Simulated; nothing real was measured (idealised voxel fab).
The process module presented herein is designated voxel released beams.
Section shown: cut. Width: 245 nm. Cell size: 5 nm, square.
When this document writes out a cross-section, it uses a grid of square cells and lists it as bands, beginning at the top and moving down, with a band standing for one or more rows of cells.
Band: top and bottom heights (nm) first, top before bottom; then materials from left to right, widths in nm. "throughout" marks a sole material filling the band edge to edge. "empty" denotes empty space.
Basically, 0 is our baseline, since under it the wafer straight out of the box is all one material. The bottom band has no lower end and keeps on going down, so it looks like "z 0 and below".
The notation "30->40" denotes a width that varies across the rows of cells in the band, beginning at the first number in the top row, finishing at the second number in the bottom row, and changing by an identical amount from each row to the next.
Key: "same as before" - step with no changed cell in the cross-section.
Entry "Tabulated closed voids". Content: empty spaces with no open connection to the top, size 8 cells or greater. Each: width x height at distance. Distance: from left edge. Unit: nm.
On a step's line, text after the settings is the simulator commenting on that step.
overlay nm: mask offset rightward from planned place, masked step; negative means leftward offset.

Process steps (planned):
1. RECEIVE, material Si
2. CONFORMAL_DEP, material SiN, thk nm 10
3. DIRECTIONAL_DEP, material SiO2, thk nm 15
4. MASKED_ETCH, tone open, mask id ANCHOR, width nm 35, etch materials SiO2, depth nm 15, overlay nm 0
5. CONFORMAL_DEP, material W, thk nm 10
6. MASKED_ETCH, tone cover, mask id BEAM, width nm 85, etch materials W, depth nm 10, overlay nm -15
7. STRIP, etch materials SiO2
The plan shows the overlay nm of step 6 as the first wafer had it; this setting differs between the wafers, which start out alike.

Step 1 complete: as-received cross-section of the first of several wafers:
z 0 and below = Si throughout
Tabulated closed voids: none

Once step 7, the last step, is complete, the module is at its end; this is the cross-section of the first of several wafers:
z 35 to 25 = empty 60 / W 30 / empty 15 / W 40 / empty 100
z 25 to 20 = empty 80 / W 10 / empty 15 / W 10 / empty 130
z 20 to 10 = empty 80 / W 35 / empty 130
z 10 to 0 = SiN throughout
z 0 and below = Si throughout
Tabulated closed voids: none

Last-wafer cross-section at the end of the module:
z 35 to 25 = empty 105 / W 70 / empty 70
z 25 to 20 = empty 80 / W 10 / empty 15 / W 10 / empty 130
z 20 to 10 = empty 80 / W 35 / empty 130
z 10 to 0 = SiN throughout
z 0 and below = Si throughout
Tabulated closed voids: none

Below is a per-wafer table. In it, each row describes the wafer at the end of the module by giving, for each material, the number of cells gained (+) or lost (-) since the wafer was received, and after that the closed voids of the wafer:
overlay nm -15; +98 SiN; +46 W; Tabulated closed voids: none
overlay nm -10; +98 SiN; +46 W; Tabulated closed voids: none
overlay nm -5; +98 SiN; +46 W; Tabulated closed voids: none
overlay nm 0; +98 SiN; +46 W; Tabulated closed voids: none
overlay nm 5; +98 SiN; +46 W; Tabulated closed voids: none
overlay nm 10; +98 SiN; +46 W; Tabulated closed voids: none
overlay nm 15; +98 SiN; +46 W; Tabulated closed voids: none
